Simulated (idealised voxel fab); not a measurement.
process module | voxel double patterning
For reference, the cross-section in this document is cut, with width 190 nm and square cells of 5 nm.
A cross-section in this document is a grid of square cells, and it is written down as bands, the top band listed before the ones below it; a band is made up of one or more rows of cells.
A band entry consists of two parts. The first gives the height of the band's top and the height of its bottom, in nm. The rest lists the band's materials from left to right, each with its width in nm. A single material labelled with the word "edge to edge" fills the band from edge to edge, and the word "empty" marks empty space.
The level at which height equals 0 is the one under which the wafer, as it arrives, is entirely one material. No lower edge exists for the bottom band, which continues downward and is notated as in "top 0, no bottom".
A width given as "30..40" starts at the first number in the band's top row and ends at the second number in its bottom row, shifting by an equal amount at every step from row to row.
Step marked "all unchanged"? Then no cell in the cross-section changed in it.
The label "Enclosed void catalog" introduces a list of the empty spaces, 8 cells or larger, that have no open way up to the top; each entry in it reads width x height at distance, where the distance is taken from the left edge and all three are stated in nm.
Post-settings text on a step line: simulator's own remark regarding the step.
overlay nm: where the mask lay relative to plan, measured to the right, on steps with a mask; negatives go left.

Process steps (planned):
1,RECEIVE: material Si
2,CONFORMAL_DEP: material SiO2, thk nm 5
3,DIRECTIONAL_DEP: material polySi, thk nm 10
4,DIRECTIONAL_DEP: material SiCN, thk nm 5
5,DIRECTIONAL_DEP: material aC, thk nm 15
6,PATTERN: tone open, mask id FIRST, material resist, width nm 15, pitch nm 50, thk nm 35, overlay nm 0
7,DIRECTIONAL_ETCH: etch materials aC, depth nm 15
8,STRIP: etch materials resist
9,DIRECTIONAL_ETCH: etch materials SiCN, depth nm 5
10,STRIP: etch materials aC
11,MASKED_ETCH: tone open, mask id SECOND, width nm 15, pitch nm 50, etch materials SiCN, depth nm 5, overlay nm 0
12,DIRECTIONAL_ETCH: etch materials polySi, depth nm 10
13,STRIP: etch materials SiCN

On the first of the two wafers: run conducted according to plan:

So this is the incoming wafer in cross-section - it's already been through step 1:
- top 0, no bottom  Si edge to edge
- Enclosed void catalog: none

Wafer xsec, post step 2:
- top 5, bottom 0  SiO2 edge to edge
- Note: structure below 0 unchanged.

Wafer xsec, post step 3:
- top 15, bottom 5  polySi edge to edge
- Note: structure below 5 unchanged.

Wafer xsec, post step 4:
- top 20, bottom 15  SiCN edge to edge
- Note: structure below 15 unchanged.

Wafer xsec, post step 5:
- top 35, bottom 20  aC edge to edge
- Note: structure below 20 unchanged.

Wafer xsec, post step 6:
- top 70, bottom 35  35 resist / 15 empty / 35 resist / 15 empty / 35 resist / 15 empty / 40 resist
- Note: structure below 35 unchanged.

Wafer xsec, post step 7:
- top 55, bottom 35  35 resist / 15 empty / 35 resist / 15 empty / 35 resist / 15 empty / 40 resist
- top 35, bottom 20  35 aC / 15 empty / 35 aC / 15 empty / 35 aC / 15 empty / 40 aC
- Note: structure below 20 unchanged.

Wafer xsec, post step 8:
- top 35, bottom 20  35 aC / 15 empty / 35 aC / 15 empty / 35 aC / 15 empty / 40 aC
- Note: structure below 20 unchanged.

Wafer xsec, post step 9:
- top 35, bottom 20  35 aC / 15 empty / 35 aC / 15 empty / 35 aC / 15 empty / 40 aC
- top 20, bottom 15  35 SiCN / 15 empty / 35 SiCN / 15 empty / 35 SiCN / 15 empty / 40 SiCN
- Note: structure below 15 unchanged.

Wafer xsec, post step 10:
- top 20, bottom 15  35 SiCN / 15 empty / 35 SiCN / 15 empty / 35 SiCN / 15 empty / 40 SiCN
- Note: structure below 15 unchanged.

Wafer xsec, post step 11:
- top 20, bottom 15  35 SiCN / 15 empty / 10 SiCN / 15 empty / 10 SiCN / 15 empty / 10 SiCN / 15 empty / 10 SiCN / 15 empty / 40 SiCN
- Note: structure below 15 unchanged.

Wafer xsec, post step 12:
- top 20, bottom 15  35 SiCN / 15 empty / 10 SiCN / 15 empty / 10 SiCN / 15 empty / 10 SiCN / 15 empty / 10 SiCN / 15 empty / 40 SiCN
- top 15, bottom 5  35 polySi / 15 empty / 10 polySi / 15 empty / 10 polySi / 15 empty / 10 polySi / 15 empty / 10 polySi / 15 empty / 40 polySi
- Note: structure below 5 unchanged.

Wafer xsec, post step 13:
- top 15, bottom 5  35 polySi / 15 empty / 10 polySi / 15 empty / 10 polySi / 15 empty / 10 polySi / 15 empty / 10 polySi / 15 empty / 40 polySi
- Note: structure below 5 unchanged.

Companion wafer, the second of two: same beginning, same intended sequence, one mistake in carrying it out; through step 1 inclusive it tracks the first exactly:

Cross-sectional view of the second wafer at the intended end time of process step 2:
- top 10, bottom 0  polySi edge to edge
- Note: structure below 0 unchanged.

Cross-sectional view of the second wafer at the intended end time of process step 3:
- top 15, bottom 10  SiO2 edge to edge
- Note: structure below 10 unchanged.

Cross-sectional view of the second wafer at the intended end time of process step 4:
- top 20, bottom 15  SiCN edge to edge
- Note: structure below 15 unchanged.

Cross-sectional view of the second wafer at the intended end time of process step 5:
- top 35, bottom 20  aC edge to edge
- Note: structure below 20 unchanged.

Cross-sectional view of the second wafer at the intended end time of process step 6:
- top 70, bottom 35  35 resist / 15 empty / 35 resist / 15 empty / 35 resist / 15 empty / 40 resist
- Note: structure below 35 unchanged.

Cross-sectional view of the second wafer at the intended end time of process step 7:
- top 55, bottom 35  35 resist / 15 empty / 35 resist / 15 empty / 35 resist / 15 empty / 40 resist
- top 35, bottom 20  35 aC / 15 empty / 35 aC / 15 empty / 35 aC / 15 empty / 40 aC
- Note: structure below 20 unchanged.

Cross-sectional view of the second wafer at the intended end time of process step 8:
- top 35, bottom 20  35 aC / 15 empty / 35 aC / 15 empty / 35 aC / 15 empty / 40 aC
- Note: structure below 20 unchanged.

Cross-sectional view of the second wafer at the intended end time of process step 9:
- top 35, bottom 20  35 aC / 15 empty / 35 aC / 15 empty / 35 aC / 15 empty / 40 aC
- top 20, bottom 15  35 SiCN / 15 empty / 35 SiCN / 15 empty / 35 SiCN / 15 empty / 40 SiCN
- Note: structure below 15 unchanged.

Cross-sectional view of the second wafer at the intended end time of process step 10:
- top 20, bottom 15  35 SiCN / 15 empty / 35 SiCN / 15 empty / 35 SiCN / 15 empty / 40 SiCN
- Note: structure below 15 unchanged.

Cross-sectional view of the second wafer at the intended end time of process step 11:
- top 20, bottom 15  35 SiCN / 15 empty / 10 SiCN / 15 empty / 10 SiCN / 15 empty / 10 SiCN / 15 empty / 10 SiCN / 15 empty / 40 SiCN
- Note: structure below 15 unchanged.

Cross-sectional view of the second wafer at the intended end time of process step 12: all unchanged

Cross-sectional view of the second wafer at the intended end time of process step 13:
- top 15, bottom 10  SiO2 edge to edge
- Note: structure below 10 unchanged.
what went wrong: plan steps 2 and 3 run swapped
Final wafer comparison in cells, second versus first, more or fewer per material: 30 more of polySi
